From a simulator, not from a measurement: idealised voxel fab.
Process module in this document: voxel transistor to metal
FYI the section here is cut, 205 nm wide, cells are 5 nm squares.
Cross-section format: a grid of square cells, given as bands from top to bottom; each band is one or more rows of cells. Read a band's entry like this: the first values are the height of its top and the height of its bottom in nm, and what follows is the sequence of materials from left to right, each with its width in nm. Note that "blank" is empty space, and that a single material marked "throughout" reaches across the band from edge to edge. Measure heights from 0. That's the level where, below it, the as-received wafer is all one material. The lowest band is bottomless and extends downward; write it as in "z 0 and below". Width: "30..40" (first number = top row, second number = bottom row, same change from row to row of cells). No cell of the cross-section changed in a step that is given as "remains unaltered". The list in "Sealed voids" covers empty spaces of 8 cells or more that cannot reach the top through any open way, and it gives each as width x height at distance; the distance is from the left edge, and width, height and distance are in nm. It should be noted that, on the line of a given step, the content following the step's settings is a remark produced by the simulator itself with respect to that step. Among the settings permitted on a step's line is "overlay nm"; applied to a step with a mask, it specifies the extent to which the mask lay to the right of its planned position, whereas a negative figure signifies a position to the left. Structure of the following material. The material consists of pairs of cross-sections. Each pair comprises the cross-section before one process step and the cross-section after that step, the latter shown only down to the lowest band that changed. The step between the cross-sections is specified beneath each pair, including its settings. Pairs are not necessarily consecutive: they may derive from different runs of this module performed on the same starting wafer. Continuity with the pair above is to be assumed only where the entry headed "Pre-step geometry" of the pair in question states it.
PRE-STEP GEOMETRY
* z 70 to 60: Ru throughout
* z 60 to 55: TiN 60 nm; Ru 5 nm; TiN 70 nm; Ru 5 nm; TiN 65 nm
* z 55 to 50: SiCN 55 nm; TiN 15 nm; SiCN 60 nm; TiN 15 nm; SiCN 60 nm
* z 50 to 40: SiO2 55 nm; TiN 5 nm; Ru 20 nm; TiN 5 nm; SiO2 30 nm; TiN 5 nm; Ru 20 nm; TiN 5 nm; SiO2 60 nm
* z 40 to 35: SiO2 55 nm; TiN 5 nm; Ru 10 nm; TiN 15 nm; SiO2 30 nm; TiN 15 nm; Ru 10 nm; TiN 5 nm; SiO2 60 nm
* z 35 to 25: SiO2 55 nm; TiN 5 nm; Ru 10 nm; TiN 5 nm; SiN 10 nm; SiO2 5 nm; SiCN 20 nm; SiO2 5 nm; SiN 10 nm; TiN 5 nm; Ru 10 nm; TiN 5 nm; SiO2 60 nm
* z 25 to 5: SiO2 55 nm; TiN 5 nm; Ru 10 nm; TiN 5 nm; SiN 10 nm; SiO2 5 nm; polySi 20 nm; SiO2 5 nm; SiN 10 nm; TiN 5 nm; Ru 10 nm; TiN 5 nm; SiO2 60 nm
* z 5 to 0: SiO2 55 nm; TiN 20 nm; SiN 10 nm; SiO2 5 nm; polySi 20 nm; SiO2 5 nm; SiN 10 nm; TiN 20 nm; SiO2 60 nm
* z 0 to -5: SiO2 45 nm; pSi 30 nm; SiO2 50 nm; pSi 30 nm; SiO2 50 nm
* z -5 to -40: SiO2 50 nm; Si 100 nm; SiO2 55 nm
* z -40 and below: Si throughout
* Sealed voids: none
SECTIONAL VIEW, POST-PROCESS
* z 75 to 70: SiCN throughout
* For the remainder of the cross-section, below 70, there is no change.
* Sealed voids: none
What was done to get from the before section above to the after section? op CONFORMAL_DEP | material SiCN | thk nm 5
Pre-step geometry: identical to the post-step cross-section of the immediately preceding pair.
SECTIONAL VIEW, POST-PROCESS
* z 105 to 75: SiO2 throughout
* For the remainder of the cross-section, below 75, there is no change.
* Sealed voids: none
What was done to get from the before section above to the after section? op DIRECTIONAL_DEP | material SiO2 | thk nm 30
Pre-step geometry: identical to the post-step cross-section of the immediately preceding pair.
SECTIONAL VIEW, POST-PROCESS
* z 120 to 105: resist 55 nm; blank 15 nm; resist 60 nm; blank 15 nm; resist 60 nm
* For the remainder of the cross-section, below 105, there is no change.
* Sealed voids: none
What was done to get from the before section above to the after section? op PATTERN | tone open | mask id METAL_2 | material resist | width nm 15 | pitch nm 75 | thk nm 15 | overlay nm 0
Pre-step geometry: identical to the post-step cross-section of the immediately preceding pair.
SECTIONAL VIEW, POST-PROCESS
* z 120 to 105: resist 55 nm; blank 15 nm; resist 60 nm; blank 15 nm; resist 60 nm
* z 105 to 85: SiO2 55 nm; blank 15 nm; SiO2 60 nm; blank 15 nm; SiO2 60 nm
* For the remainder of the cross-section, below 85, there is no change.
* Sealed voids: none
What was done to get from the before section above to the after section? op DIRECTIONAL_ETCH | etch materials SiO2 | depth nm 20
Pre-step geometry: identical to the post-step cross-section of the immediately preceding pair.
SECTIONAL VIEW, POST-PROCESS
* z 105 to 85: SiO2 55 nm; blank 15 nm; SiO2 60 nm; blank 15 nm; SiO2 60 nm
* For the remainder of the cross-section, below 85, there is no change.
* Sealed voids: none
What was done to get from the before section above to the after section? op STRIP | etch materials resist
Pre-step geometry: identical to the post-step cross-section of the immediately preceding pair.
SECTIONAL VIEW, POST-PROCESS
* z 105 to 75: SiO2 55 nm; blank 15 nm; SiO2 60 nm; blank 15 nm; SiO2 60 nm
* For the remainder of the cross-section, below 75, there is no change.
* Sealed voids: none
What was done to get from the before section above to the after section? op MASKED_ETCH | tone open | mask id METAL_2_HOLES | width nm 15 | pitch nm 75 | etch materials SiO2 | depth nm 10 | overlay nm 0
Pre-step geometry: identical to the post-step cross-section of the immediately preceding pair.
SECTIONAL VIEW, POST-PROCESS
* z 105 to 75: SiO2 55 nm; blank 15 nm; SiO2 60 nm; blank 15 nm; SiO2 60 nm
* z 75 to 70: SiCN 55 nm; blank 15 nm; SiCN 60 nm; blank 15 nm; SiCN 60 nm
* For the remainder of the cross-section, below 70, there is no change.
* Sealed voids: none
What was done to get from the before section above to the after section? op MASKED_ETCH | tone open | mask id METAL_2_HOLES | width nm 15 | pitch nm 75 | etch materials SiCN | depth nm 5 | overlay nm 0
Pre-step geometry: identical to the post-step cross-section of the immediately preceding pair.
SECTIONAL VIEW, POST-PROCESS
* z 110 to 105: TiN 60 nm; blank 5 nm; TiN 70 nm; blank 5 nm; TiN 65 nm
* z 105 to 75: SiO2 55 nm; TiN 5 nm; blank 5 nm; TiN 5 nm; SiO2 60 nm; TiN 5 nm; blank 5 nm; TiN 5 nm; SiO2 60 nm
* z 75 to 70: SiCN 55 nm; TiN 15 nm; SiCN 60 nm; TiN 15 nm; SiCN 60 nm
* For the remainder of the cross-section, below 70, there is no change.
* Sealed voids: none
What was done to get from the before section above to the after section? op CONFORMAL_DEP | material TiN | thk nm 5
Pre-step geometry: identical to the post-step cross-section of the immediately preceding pair.
SECTIONAL VIEW, POST-PROCESS
* z 120 to 110: Ru throughout
* z 110 to 105: TiN 60 nm; Ru 5 nm; TiN 70 nm; Ru 5 nm; TiN 65 nm
* z 105 to 75: SiO2 55 nm; TiN 5 nm; Ru 5 nm; TiN 5 nm; SiO2 60 nm; TiN 5 nm; Ru 5 nm; TiN 5 nm; SiO2 60 nm
* For the remainder of the cross-section, below 75, there is no change.
* Sealed voids: none
What was done to get from the before section above to the after section? op FILL_DEP | material Ru | thk nm 10
Pre-step geometry: identical to the post-step cross-section of the immediately preceding pair.
SECTIONAL VIEW, POST-PROCESS
* z 105 to 75: SiO2 55 nm; TiN 5 nm; Ru 5 nm; TiN 5 nm; SiO2 60 nm; TiN 5 nm; Ru 5 nm; TiN 5 nm; SiO2 60 nm
* For the remainder of the cross-section, below 75, there is no change.
* Sealed voids: none
What was done to get from the before section above to the after section? op CMP | height nm 105
Pre-step geometry: identical to the post-step cross-section of the immediately preceding pair.
SECTIONAL VIEW, POST-PROCESS
* z 110 to 105: SiCN throughout
* For the remainder of the cross-section, below 105, there is no change.
* Sealed voids: none
What was done to get from the before section above to the after section? op CONFORMAL_DEP | material SiCN | thk nm 5
PRE-STEP GEOMETRY
* z 105 to 75: SiO2 throughout
* z 75 to 70: SiCN throughout
* z 70 to 55: SiO2 55 nm; TiN 5 nm; Ru 5 nm; TiN 5 nm; SiO2 60 nm; TiN 5 nm; Ru 5 nm; TiN 5 nm; SiO2 60 nm
* z 55 to 50: SiCN 55 nm; TiN 15 nm; SiCN 60 nm; TiN 15 nm; SiCN 60 nm
* z 50 to 40: SiO2 55 nm; TiN 5 nm; Ru 20 nm; TiN 5 nm; SiO2 30 nm; TiN 5 nm; Ru 20 nm; TiN 5 nm; SiO2 60 nm
* z 40 to 35: SiO2 55 nm; TiN 5 nm; Ru 10 nm; TiN 15 nm; SiO2 30 nm; TiN 15 nm; Ru 10 nm; TiN 5 nm; SiO2 60 nm
* z 35 to 25: SiO2 55 nm; TiN 5 nm; Ru 10 nm; TiN 5 nm; SiN 10 nm; SiO2 5 nm; SiCN 20 nm; SiO2 5 nm; SiN 10 nm; TiN 5 nm; Ru 10 nm; TiN 5 nm; SiO2 60 nm
* z 25 to 5: SiO2 55 nm; TiN 5 nm; Ru 10 nm; TiN 5 nm; SiN 10 nm; SiO2 5 nm; polySi 20 nm; SiO2 5 nm; SiN 10 nm; TiN 5 nm; Ru 10 nm; TiN 5 nm; SiO2 60 nm
* z 5 to 0: SiO2 55 nm; TiN 20 nm; SiN 10 nm; SiO2 5 nm; polySi 20 nm; SiO2 5 nm; SiN 10 nm; TiN 20 nm; SiO2 60 nm
* z 0 to -5: SiO2 45 nm; pSi 30 nm; SiO2 50 nm; pSi 30 nm; SiO2 50 nm
* z -5 to -40: SiO2 50 nm; Si 100 nm; SiO2 55 nm
* z -40 and below: Si throughout
* Sealed voids: none
SECTIONAL VIEW, POST-PROCESS
* z 135 to 75: SiO2 throughout
* For the remainder of the cross-section, below 75, there is no change.
* Sealed voids: none
What was done to get from the before section above to the after section? op DIRECTIONAL_DEP | material SiO2 | thk nm 30
Pre-step geometry: identical to the post-step cross-section of the immediately preceding pair.
SECTIONAL VIEW, POST-PROCESS
* z 150 to 135: resist 55 nm; blank 15 nm; resist 60 nm; blank 15 nm; resist 60 nm
* For the remainder of the cross-section, below 135, there is no change.
* Sealed voids: none
What was done to get from the before section above to the after section? op PATTERN | tone open | mask id METAL_2 | material resist | width nm 15 | pitch nm 75 | thk nm 15 | overlay nm 0
Pre-step geometry: identical to the post-step cross-section of the immediately preceding pair.
SECTIONAL VIEW, POST-PROCESS
* z 150 to 135: resist 55 nm; blank 15 nm; resist 60 nm; blank 15 nm; resist 60 nm
* z 135 to 115: SiO2 55 nm; blank 15 nm; SiO2 60 nm; blank 15 nm; SiO2 60 nm
* For the remainder of the cross-section, below 115, there is no change.
* Sealed voids: none
What was done to get from the before section above to the after section? op DIRECTIONAL_ETCH | etch materials SiO2 | depth nm 20
Pre-step geometry: identical to the post-step cross-section of the immediately preceding pair.
SECTIONAL VIEW, POST-PROCESS
* z 135 to 115: SiO2 55 nm; blank 15 nm; SiO2 60 nm; blank 15 nm; SiO2 60 nm
* For the remainder of the cross-section, below 115, there is no change.
* Sealed voids: none
What was done to get from the before section above to the after section? op STRIP | etch materials resist
Pre-step geometry: identical to the post-step cross-section of the immediately preceding pair.
SECTIONAL VIEW, POST-PROCESS
* z 135 to 105: SiO2 55 nm; blank 15 nm; SiO2 60 nm; blank 15 nm; SiO2 60 nm
* For the remainder of the cross-section, below 105, there is no change.
* Sealed voids: none
What was done to get from the before section above to the after section? op MASKED_ETCH | tone open | mask id METAL_2_HOLES | width nm 15 | pitch nm 75 | etch materials SiO2 | depth nm 10 | overlay nm 0
Pre-step geometry: identical to the post-step cross-section of the immediately preceding pair.
SECTIONAL VIEW, POST-PROCESS
* z 140 to 135: TiN 60 nm; blank 5 nm; TiN 70 nm; blank 5 nm; TiN 65 nm
* z 135 to 110: SiO2 55 nm; TiN 5 nm; blank 5 nm; TiN 5 nm; SiO2 60 nm; TiN 5 nm; blank 5 nm; TiN 5 nm; SiO2 60 nm
* z 110 to 105: SiO2 55 nm; TiN 15 nm; SiO2 60 nm; TiN 15 nm; SiO2 60 nm
* For the remainder of the cross-section, below 105, there is no change.
* Sealed voids: none
What was done to get from the before section above to the after section? op CONFORMAL_DEP | material TiN | thk nm 5
Pre-step geometry: identical to the post-step cross-section of the immediately preceding pair.
SECTIONAL VIEW, POST-PROCESS
* z 150 to 140: Ru throughout
* z 140 to 135: TiN 60 nm; Ru 5 nm; TiN 70 nm; Ru 5 nm; TiN 65 nm
* z 135 to 110: SiO2 55 nm; TiN 5 nm; Ru 5 nm; TiN 5 nm; SiO2 60 nm; TiN 5 nm; Ru 5 nm; TiN 5 nm; SiO2 60 nm
* For the remainder of the cross-section, below 110, there is no change.
* Sealed voids: none
What was done to get from the before section above to the after section? op FILL_DEP | material Ru | thk nm 10
Pre-step geometry: identical to the post-step cross-section of the immediately preceding pair.
SECTIONAL VIEW, POST-PROCESS
* z 105 to 75: SiO2 throughout
* For the remainder of the cross-section, below 75, there is no change.
* Sealed voids: none
What was done to get from the before section above to the after section? op CMP | height nm 105
Pre-step geometry: identical to the post-step cross-section of the immediately preceding pair.
SECTIONAL VIEW, POST-PROCESS
* z 110 to 105: SiCN throughout
* For the remainder of the cross-section, below 105, there is no change.
* Sealed voids: none
What was done to get from the before section above to the after section? op CONFORMAL_DEP | material SiCN | thk nm 5
PRE-STEP GEOMETRY
* z 35 to 25: SiO2 75 nm; SiN 10 nm; SiO2 5 nm; SiCN 20 nm; SiO2 5 nm; SiN 10 nm; SiO2 80 nm
* z 25 to 0: SiO2 75 nm; SiN 10 nm; SiO2 5 nm; polySi 20 nm; SiO2 5 nm; SiN 10 nm; SiO2 80 nm
* z 0 to -5: SiO2 45 nm; pSi 30 nm; SiO2 50 nm; pSi 30 nm; SiO2 50 nm
* z -5 to -40: SiO2 50 nm; Si 100 nm; SiO2 55 nm
* z -40 and below: Si throughout
* Sealed voids: none
SECTIONAL VIEW, POST-PROCESS
* z 35 to 25: SiO2 55 nm; blank 20 nm; SiN 10 nm; SiO2 5 nm; SiCN 20 nm; SiO2 5 nm; SiN 10 nm; blank 20 nm; SiO2 60 nm
* z 25 to 0: SiO2 55 nm; blank 20 nm; SiN 10 nm; SiO2 5 nm; polySi 20 nm; SiO2 5 nm; SiN 10 nm; blank 20 nm; SiO2 60 nm
* For the remainder of the cross-section, below 0, there is no change.
* Sealed voids: none
What was done to get from the before section above to the after section? op MASKED_ETCH | tone open | mask id CONTACT | width nm 30 | pitch nm 60 | etch materials SiO2 | depth nm 50 | overlay nm 0
Pre-step geometry: identical to the post-step cross-section of the immediately preceding pair.
SECTIONAL VIEW, POST-PROCESS
* z 50 to 35: SiO2 55 nm; blank 20 nm; SiO2 50 nm; blank 20 nm; SiO2 60 nm
* z 35 to 25: SiO2 55 nm; blank 20 nm; SiN 10 nm; SiO2 5 nm; SiCN 20 nm; SiO2 5 nm; SiN 10 nm; blank 20 nm; SiO2 60 nm
* z 25 to 15: SiO2 55 nm; blank 20 nm; SiN 10 nm; SiO2 5 nm; polySi 20 nm; SiO2 5 nm; SiN 10 nm; blank 20 nm; SiO2 60 nm
* z 15 to 0: SiO2 75 nm; SiN 10 nm; SiO2 5 nm; polySi 20 nm; SiO2 5 nm; SiN 10 nm; SiO2 80 nm
* For the remainder of the cross-section, below 0, there is no change.
* Sealed voids: none
What was done to get from the before section above to the after section? op DIRECTIONAL_DEP | material SiO2 | thk nm 15
Pre-step geometry: identical to the post-step cross-section of the immediately preceding pair.
SECTIONAL VIEW, POST-PROCESS
* z 55 to 50: TiN 60 nm; blank 10 nm; TiN 60 nm; blank 10 nm; TiN 65 nm
* z 50 to 35: SiO2 55 nm; TiN 5 nm; blank 10 nm; TiN 5 nm; SiO2 50 nm; TiN 5 nm; blank 10 nm; TiN 5 nm; SiO2 60 nm
* z 35 to 25: SiO2 55 nm; TiN 5 nm; blank 10 nm; TiN 5 nm; SiN 10 nm; SiO2 5 nm; SiCN 20 nm; SiO2 5 nm; SiN 10 nm; TiN 5 nm; blank 10 nm; TiN 5 nm; SiO2 60 nm
* z 25 to 20: SiO2 55 nm; TiN 5 nm; blank 10 nm; TiN 5 nm; SiN 10 nm; SiO2 5 nm; polySi 20 nm; SiO2 5 nm; SiN 10 nm; TiN 5 nm; blank 10 nm; TiN 5 nm; SiO2 60 nm
* z 20 to 15: SiO2 55 nm; TiN 20 nm; SiN 10 nm; SiO2 5 nm; polySi 20 nm; SiO2 5 nm; SiN 10 nm; TiN 20 nm; SiO2 60 nm
* For the remainder of the cross-section, below 15, there is no change.
* Sealed voids: none
What was done to get from the before section above to the after section? op CONFORMAL_DEP | material TiN | thk nm 5
Pre-step geometry: identical to the post-step cross-section of the immediately preceding pair.
SECTIONAL VIEW, POST-PROCESS
* z 60 to 55: Ru throughout
* z 55 to 50: TiN 60 nm; Ru 10 nm; TiN 60 nm; Ru 10 nm; TiN 65 nm
* z 50 to 35: SiO2 55 nm; TiN 5 nm; Ru 10 nm; TiN 5 nm; SiO2 50 nm; TiN 5 nm; Ru 10 nm; TiN 5 nm; SiO2 60 nm
* z 35 to 25: SiO2 55 nm; TiN 5 nm; Ru 10 nm; TiN 5 nm; SiN 10 nm; SiO2 5 nm; SiCN 20 nm; SiO2 5 nm; SiN 10 nm; TiN 5 nm; Ru 10 nm; TiN 5 nm; SiO2 60 nm
* z 25 to 20: SiO2 55 nm; TiN 5 nm; Ru 10 nm; TiN 5 nm; SiN 10 nm; SiO2 5 nm; polySi 20 nm; SiO2 5 nm; SiN 10 nm; TiN 5 nm; Ru 10 nm; TiN 5 nm; SiO2 60 nm
* For the remainder of the cross-section, below 20, there is no change.
* Sealed voids: none
What was done to get from the before section above to the after section? op FILL_DEP | material Ru | thk nm 5
Pre-step geometry: identical to the post-step cross-section of the immediately preceding pair.
SECTIONAL VIEW, POST-PROCESS
* z 50 to 35: SiO2 55 nm; TiN 5 nm; Ru 10 nm; TiN 5 nm; SiO2 50 nm; TiN 5 nm; Ru 10 nm; TiN 5 nm; SiO2 60 nm
* For the remainder of the cross-section, below 35, there is no change.
* Sealed voids: none
What was done to get from the before section above to the after section? op CMP | height nm 50
Pre-step geometry: identical to the post-step cross-section of the immediately preceding pair.
SECTIONAL VIEW, POST-PROCESS
* z 55 to 50: SiCN throughout
* For the remainder of the cross-section, below 50, there is no change.
* Sealed voids: none
What was done to get from the before section above to the after section? op CONFORMAL_DEP | material SiCN | thk nm 5
Pre-step geometry: identical to the post-step cross-section of the immediately preceding pair.
SECTIONAL VIEW, POST-PROCESS
* z 70 to 55: SiO2 throughout
* For the remainder of the cross-section, below 55, there is no change.
* Sealed voids: none
What was done to get from the before section above to the after section? op DIRECTIONAL_DEP | material SiO2 | thk nm 15
Pre-step geometry: identical to the post-step cross-section of the immediately preceding pair.
SECTIONAL VIEW, POST-PROCESS
* z 70 to 55: SiO2 55 nm; blank 15 nm; SiO2 60 nm; blank 15 nm; SiO2 60 nm
* For the remainder of the cross-section, below 55, there is no change.
* Sealed voids: none
What was done to get from the before section above to the after section? op MASKED_ETCH | tone open | mask id METAL_1 | width nm 15 | pitch nm 75 | etch materials SiO2 | depth nm 15 | overlay nm 0
Pre-step geometry: identical to the post-step cross-section of the immediately preceding pair.
SECTIONAL VIEW, POST-PROCESS
* z 70 to 55: SiO2 55 nm; blank 15 nm; SiO2 60 nm; blank 15 nm; SiO2 60 nm
* z 55 to 50: SiCN 55 nm; blank 15 nm; SiCN 60 nm; blank 15 nm; SiCN 60 nm
* For the remainder of the cross-section, below 50, there is no change.
* Sealed voids: none
What was done to get from the before section above to the after section? op MASKED_ETCH | tone open | mask id METAL_1 | width nm 15 | pitch nm 75 | etch materials SiCN | depth nm 5 | overlay nm 0
Pre-step geometry: identical to the post-step cross-section of the immediately preceding pair.
SECTIONAL VIEW, POST-PROCESS
* z 75 to 70: TiN 60 nm; blank 5 nm; TiN 70 nm; blank 5 nm; TiN 65 nm
* z 70 to 55: SiO2 55 nm; TiN 5 nm; blank 5 nm; TiN 5 nm; SiO2 60 nm; TiN 5 nm; blank 5 nm; TiN 5 nm; SiO2 60 nm
* z 55 to 50: SiCN 55 nm; TiN 15 nm; SiCN 60 nm; TiN 15 nm; SiCN 60 nm
* For the remainder of the cross-section, below 50, there is no change.
* Sealed voids: none
What was done to get from the before section above to the after section? op CONFORMAL_DEP | material TiN | thk nm 5
Pre-step geometry: identical to the post-step cross-section of the immediately preceding pair.
SECTIONAL VIEW, POST-PROCESS
* z 85 to 75: Ru throughout
* z 75 to 70: TiN 60 nm; Ru 5 nm; TiN 70 nm; Ru 5 nm; TiN 65 nm
* z 70 to 55: SiO2 55 nm; TiN 5 nm; Ru 5 nm; TiN 5 nm; SiO2 60 nm; TiN 5 nm; Ru 5 nm; TiN 5 nm; SiO2 60 nm
* For the remainder of the cross-section, below 55, there is no change.
* Sealed voids: none
What was done to get from the before section above to the after section? op FILL_DEP | material Ru | thk nm 10
Pre-step geometry: identical to the post-step cross-section of the immediately preceding pair.
SECTIONAL VIEW, POST-PROCESS
* z 70 to 55: SiO2 55 nm; TiN 5 nm; Ru 5 nm; TiN 5 nm; SiO2 60 nm; TiN 5 nm; Ru 5 nm; TiN 5 nm; SiO2 60 nm
* For the remainder of the cross-section, below 55, there is no change.
* Sealed voids: none
What was done to get from the before section above to the after section? op CMP | height nm 70
Pre-step geometry: identical to the post-step cross-section of the immediately preceding pair.
SECTIONAL VIEW, POST-PROCESS
* z 75 to 70: SiCN throughout
* For the remainder of the cross-section, below 70, there is no change.
* Sealed voids: none
What was done to get from the before section above to the after section? op CONFORMAL_DEP | material SiCN | thk nm 5
Pre-step geometry: identical to the post-step cross-section of the immediately preceding pair.
SECTIONAL VIEW, POST-PROCESS
* z 105 to 75: SiO2 throughout
* For the remainder of the cross-section, below 75, there is no change.
* Sealed voids: none
What was done to get from the before section above to the after section? op DIRECTIONAL_DEP | material SiO2 | thk nm 30
Pre-step geometry: identical to the post-step cross-section of the immediately preceding pair.
SECTIONAL VIEW, POST-PROCESS
* z 120 to 105: resist 55 nm; blank 15 nm; resist 60 nm; blank 15 nm; resist 60 nm
* For the remainder of the cross-section, below 105, there is no change.
* Sealed voids: none
What was done to get from the before section above to the after section? op PATTERN | tone open | mask id METAL_2 | material resist | width nm 15 | pitch nm 75 | thk nm 15 | overlay nm 0
Pre-step geometry: identical to the post-step cross-section of the immediately preceding pair.
SECTIONAL VIEW, POST-PROCESS
* z 120 to 105: resist 55 nm; blank 15 nm; resist 60 nm; blank 15 nm; resist 60 nm
* z 105 to 85: SiO2 55 nm; blank 15 nm; SiO2 60 nm; blank 15 nm; SiO2 60 nm
* For the remainder of the cross-section, below 85, there is no change.
* Sealed voids: none
What was done to get from the before section above to the after section? op DIRECTIONAL_ETCH | etch materials SiO2 | depth nm 20
Pre-step geometry: identical to the post-step cross-section of the immediately preceding pair.
SECTIONAL VIEW, POST-PROCESS
* z 105 to 85: SiO2 55 nm; blank 15 nm; SiO2 60 nm; blank 15 nm; SiO2 60 nm
* For the remainder of the cross-section, below 85, there is no change.
* Sealed voids: none
What was done to get from the before section above to the after section? op STRIP | etch materials resist
Pre-step geometry: identical to the post-step cross-section of the immediately preceding pair.
SECTIONAL VIEW, POST-PROCESS
* z 105 to 75: SiO2 55 nm; blank 15 nm; SiO2 60 nm; blank 15 nm; SiO2 60 nm
* For the remainder of the cross-section, below 75, there is no change.
* Sealed voids: none
What was done to get from the before section above to the after section? op MASKED_ETCH | tone open | mask id METAL_2_HOLES | width nm 15 | pitch nm 75 | etch materials SiO2 | depth nm 10 | overlay nm 0
Pre-step geometry: identical to the post-step cross-section of the immediately preceding pair.
SECTIONAL VIEW, POST-PROCESS
* z 105 to 75: SiO2 55 nm; blank 15 nm; SiO2 60 nm; blank 15 nm; SiO2 60 nm
* z 75 to 70: SiCN 55 nm; blank 15 nm; SiCN 60 nm; blank 15 nm; SiCN 60 nm
* For the remainder of the cross-section, below 70, there is no change.
* Sealed voids: none
What was done to get from the before section above to the after section? op MASKED_ETCH | tone open | mask id METAL_2_HOLES | width nm 15 | pitch nm 75 | etch materials SiCN | depth nm 5 | overlay nm 0
Pre-step geometry: identical to the post-step cross-section of the immediately preceding pair.
SECTIONAL VIEW, POST-PROCESS
* z 110 to 105: TiN 60 nm; blank 5 nm; TiN 70 nm; blank 5 nm; TiN 65 nm
* z 105 to 75: SiO2 55 nm; TiN 5 nm; blank 5 nm; TiN 5 nm; SiO2 60 nm; TiN 5 nm; blank 5 nm; TiN 5 nm; SiO2 60 nm
* z 75 to 70: SiCN 55 nm; TiN 15 nm; SiCN 60 nm; TiN 15 nm; SiCN 60 nm
* For the remainder of the cross-section, below 70, there is no change.
* Sealed voids: none
What was done to get from the before section above to the after section? op CONFORMAL_DEP | material TiN | thk nm 5
Pre-step geometry: identical to the post-step cross-section of the immediately preceding pair.
SECTIONAL VIEW, POST-PROCESS
* z 120 to 110: Ru throughout
* z 110 to 105: TiN 60 nm; Ru 5 nm; TiN 70 nm; Ru 5 nm; TiN 65 nm
* z 105 to 75: SiO2 55 nm; TiN 5 nm; Ru 5 nm; TiN 5 nm; SiO2 60 nm; TiN 5 nm; Ru 5 nm; TiN 5 nm; SiO2 60 nm
* For the remainder of the cross-section, below 75, there is no change.
* Sealed voids: none
What was done to get from the before section above to the after section? op FILL_DEP | material Ru | thk nm 10
Pre-step geometry: identical to the post-step cross-section of the immediately preceding pair.
SECTIONAL VIEW, POST-PROCESS
* z 105 to 75: SiO2 55 nm; TiN 5 nm; Ru 5 nm; TiN 5 nm; SiO2 60 nm; TiN 5 nm; Ru 5 nm; TiN 5 nm; SiO2 60 nm
* For the remainder of the cross-section, below 75, there is no change.
* Sealed voids: none
What was done to get from the before section above to the after section? op CMP | height nm 105
Pre-step geometry: identical to the post-step cross-section of the immediately preceding pair.
SECTIONAL VIEW, POST-PROCESS
* z 110 to 105: SiCN throughout
* For the remainder of the cross-section, below 105, there is no change.
* Sealed voids: none
What was done to get from the before section above to the after section? op CONFORMAL_DEP | material SiCN | thk nm 5
PRE-STEP GEOMETRY
* z 40 to 35: blank 85 nm; SiO2 30 nm; blank 90 nm
* z 35 to 25: blank 85 nm; SiO2 5 nm; SiCN 20 nm; SiO2 5 nm; blank 90 nm
* z 25 to 5: blank 85 nm; SiO2 5 nm; polySi 20 nm; SiO2 5 nm; blank 90 nm
* z 5 to 0: SiO2 90 nm; polySi 20 nm; SiO2 95 nm
* z 0 to -5: SiO2 throughout
* z -5 to -40: SiO2 50 nm; Si 100 nm; SiO2 55 nm
* z -40 and below: Si throughout
* Sealed voids: none
SECTIONAL VIEW, POST-PROCESS
* z 35 to 25: blank 90 nm; SiCN 20 nm; blank 95 nm
* z 25 to 0: blank 85 nm; SiO2 5 nm; polySi 20 nm; SiO2 5 nm; blank 90 nm
* z 0 to -5: blank 85 nm; SiO2 30 nm; blank 90 nm
* z -5 to -10: blank 50 nm; Si 100 nm; blank 55 nm
* For the remainder of the cross-section, below -10, there is no change.
* Sealed voids: none
What was done to get from the before section above to the after section? op DIRECTIONAL_ETCH | etch materials SiO2 | depth nm 15
Pre-step geometry: identical to the post-step cross-section of the immediately preceding pair.
SECTIONAL VIEW, POST-PROCESS
* z 45 to 35: blank 80 nm; SiN 40 nm; blank 85 nm
* z 35 to 25: blank 75 nm; SiN 15 nm; SiCN 20 nm; SiN 15 nm; blank 80 nm
* z 25 to 5: blank 75 nm; SiN 10 nm; SiO2 5 nm; polySi 20 nm; SiO2 5 nm; SiN 10 nm; blank 80 nm
* z 5 to 0: blank 40 nm; SiN 45 nm; SiO2 5 nm; polySi 20 nm; SiO2 5 nm; SiN 45 nm; blank 45 nm
* z 0 to -5: SiN 85 nm; SiO2 30 nm; SiN 90 nm
* z -5 to -10: SiN 50 nm; Si 100 nm; SiN 55 nm
* For the remainder of the cross-section, below -10, there is no change.
* Sealed voids: none
What was done to get from the before section above to the after section? op CONFORMAL_DEP | material SiN | thk nm 10
Pre-step geometry: identical to the post-step cross-section of the immediately preceding pair.
SECTIONAL VIEW, POST-PROCESS
* z 35 to 25: blank 80 nm; SiN 10 nm; SiCN 20 nm; SiN 10 nm; blank 85 nm
* z 25 to 0: blank 75 nm; SiN 10 nm; SiO2 5 nm; polySi 20 nm; SiO2 5 nm; SiN 10 nm; blank 80 nm
* z 0 to -5: blank 75 nm; SiN 10 nm; SiO2 30 nm; SiN 10 nm; blank 80 nm
* z -5 to -10: blank 40 nm; SiN 10 nm; Si 100 nm; SiN 10 nm; blank 45 nm
* For the remainder of the cross-section, below -10, there is no change.
* Sealed voids: none
What was done to get from the before section above to the after section? op DIRECTIONAL_ETCH | etch materials SiN | depth nm 10
Pre-step geometry: identical to the post-step cross-section of the immediately preceding pair.
SECTIONAL VIEW, POST-PROCESS
* z 35 to 25: blank 80 nm; SiN 10 nm; SiCN 20 nm; SiN 10 nm; blank 85 nm
* z 25 to 0: blank 75 nm; SiN 10 nm; SiO2 5 nm; polySi 20 nm; SiO2 5 nm; SiN 10 nm; blank 80 nm
* z 0 to -5: blank 75 nm; SiN 10 nm; SiO2 30 nm; SiN 10 nm; blank 80 nm
* z -5 to -10: blank 40 nm; SiN 10 nm; Si 100 nm; SiN 10 nm; blank 45 nm
* z -10 to -15: blank 40 nm; SiO2 10 nm; Si 100 nm; SiO2 10 nm; blank 45 nm
* For the remainder of the cross-section, below -15, there is no change.
* Sealed voids: none
What was done to get from the before section above to the after section? op DIRECTIONAL_ETCH | etch materials SiO2 | depth nm 5
Pre-step geometry: identical to the post-step cross-section of the immediately preceding pair.
SECTIONAL VIEW, POST-PROCESS
* z 35 to 25: blank 80 nm; SiN 10 nm; SiCN 20 nm; SiN 10 nm; blank 85 nm
* z 25 to 0: blank 75 nm; SiN 10 nm; SiO2 5 nm; polySi 20 nm; SiO2 5 nm; SiN 10 nm; blank 80 nm
* z 0 to -5: blank 45 nm; pSi 30 nm; SiN 10 nm; SiO2 30 nm; SiN 10 nm; pSi 30 nm; blank 50 nm
* For the remainder of the cross-section, below -5, there is no change.
* Sealed voids: none
What was done to get from the before section above to the after section? op EPI | material pSi | thk nm 5
